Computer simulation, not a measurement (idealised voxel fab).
Name of the process module below: voxel tone inversion
Displayed cross-section: cut, width of 235 nm, square cells sized 5 nm.
When this document writes out a cross-section, it uses a grid of square cells and lists it as bands, beginning at the top and moving down, with a band standing for one or more rows of cells.
Top, bottom (nm), then materials left to right with widths (nm); lone material tagged "everywhere" fills the whole band edge to edge; "empty" = empty space.
Measure heights from 0. That's the level where, below it, the as-received wafer is all one material. The lowest band is bottomless and extends downward; write it as in "from 0 down".
When a width is written as two numbers, as in "30..40", the first number is the width in the top row of cells of the band and the second is the width in its bottom row, and the width changes by the same amount from each row to the next.
Given "remained the same" for a step, no cell of the cross-section differs between before and after that step.
Empty spaces without an open route to the top, at least 8 cells in extent, make up the entry "Sealed void list"; each is given as width x height at distance, where the distance is measured from the left edge, and all are in nm.
It should be noted that, on the line of a given step, the content following the step's settings is a remark produced by the simulator itself with respect to that step.
You can add "overlay nm" to a step's line. For a step with a mask, it describes how far the mask lay to the right of its planned position, and a negative number describes a lay to the left.
## The steps planned for the process are as follows
step 1: RECEIVE: material Si
step 2: CONFORMAL_DEP: material SiCN, thk nm 5
step 3: DIRECTIONAL_DEP: material aC, thk nm 20
step 4: PATTERN: tone cover, mask id POSTS, material resist, width nm 20, pitch nm 40, thk nm 30, overlay nm 0
step 5: DIRECTIONAL_ETCH: etch materials aC, depth nm 20
step 6: STRIP: etch materials resist
step 7: FILL_DEP: material SiO2, thk nm 10
step 8: CMP: height nm 25
step 9: STRIP: etch materials aC
step 10: CONFORMAL_DEP: material TiN, thk nm 5
step 11: FILL_DEP: material Ru, thk nm 10
step 12: CMP: height nm 25
step 13: CONFORMAL_DEP: material SiCN, thk nm 5
## Cross-section of the wafer upon arrival, representing the state reached after step 1
from 0 down | Si everywhere
Sealed void list: none
## first wafer at the end, as planned
from 30 to 25 | SiCN everywhere
from 25 to 10 | 85 of SiO2, then 5 of TiN, then 10 of Ru, then 5 of TiN, then 20 of SiO2, then 5 of TiN, then 10 of Ru, then 5 of TiN, then 90 of SiO2
from 10 to 5 | 85 of SiO2, then 20 of TiN, then 20 of SiO2, then 20 of TiN, then 90 of SiO2
from 5 to 0 | SiCN everywhere
from 0 down | Si everywhere
Sealed void list: none
## Cross-section, wafer two of two, end of module: same start and plan as wafer one, one error in execution
from 45 to 40 | SiCN everywhere
from 40 to 30 | Ru everywhere
from 30 to 25 | 90 of TiN, then 10 of Ru, then 30 of TiN, then 10 of Ru, then 95 of TiN
from 25 to 10 | 85 of SiO2, then 5 of TiN, then 10 of Ru, then 5 of TiN, then 20 of SiO2, then 5 of TiN, then 10 of Ru, then 5 of TiN, then 90 of SiO2
from 10 to 5 | 85 of SiO2, then 20 of TiN, then 20 of SiO2, then 20 of TiN, then 90 of SiO2
from 5 to 0 | SiCN everywhere
from 0 down | Si everywhere
Sealed void list: none
Finding, execution versus plan: plan step 12 skipped
The second wafer ends with more or fewer cells of some materials than the first, per final count: +98 Ru, +43 TiN
